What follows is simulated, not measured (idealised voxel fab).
A process module follows: voxel tone inversion.
It is cross-section cut that appears here, measuring 255 nm in width, its square cells being 5 nm in size.
Cross-section, as written here: a square-cell grid given band by band from the top down, where a band holds one or more rows of cells.
A band entry consists of two parts. The first gives the height of the band's top and the height of its bottom, in nm. The rest lists the band's materials from left to right, each with its width in nm. A single material labelled with the word "all across" fills the band from edge to edge, and the word "empty" marks empty space.
Heights are measured from 0, the level below which the as-received wafer is all one material; the lowest band has no bottom and continues downward, written as in "0 nm and below".
It should be noted that a width expressed as "30..40" varies in equal increments from row to row of cells within the band, taking the value of the first number at the top row and that of the second number at the bottom row.
"nothing got changed" (step): cross-section cells unchanged, all of them.
"Enclosed empty spaces" lists enclosed empty spaces (at least 8 cells, no open path upward to the top), each as width x height at distance from the left edge, in nm.
On a step's line, text after the settings is the simulator commenting on that step.
For masked steps, "overlay nm" on the step line gives how far right of plan the mask actually lay; a minus sign means it lay to the left.
These are the steps we planned for the process
| 1 | RECEIVE: material Si |
| 2 | CONFORMAL_DEP: material SiN, thk nm 5 |
| 3 | DIRECTIONAL_DEP: material aC, thk nm 20 |
| 4 | PATTERN: tone cover, mask id POSTS, material resist, width nm 20, pitch nm 35, thk nm 30, overlay nm 0 |
| 5 | DIRECTIONAL_ETCH: etch materials aC, depth nm 20 |
| 6 | STRIP: etch materials resist |
| 7 | FILL_DEP: material SiO2, thk nm 5 |
| 8 | CMP: height nm 25 |
| 9 | STRIP: etch materials aC |
| 10 | CONFORMAL_DEP: material TiN, thk nm 5 |
| 11 | FILL_DEP: material W, thk nm 5 |
| 12 | CMP: height nm 25 |
| 13 | CONFORMAL_DEP: material SiN, thk nm 5 |
Shown in cross-section is the wafer as received, that is, as it stands after step 1
0 nm and below: Si all across
Enclosed empty spaces: none
Same starting wafer, same plan as above, one mistake in the execution; this is the cross-section at the end of the module
30 nm to 0 nm: SiN all across
0 nm and below: Si all across
Enclosed empty spaces: none
Deviation noted in wafer processing: step 3 was run on a setting that differed from the plan, and what really ran there is DIRECTIONAL_DEP: material SiN, thk nm 20
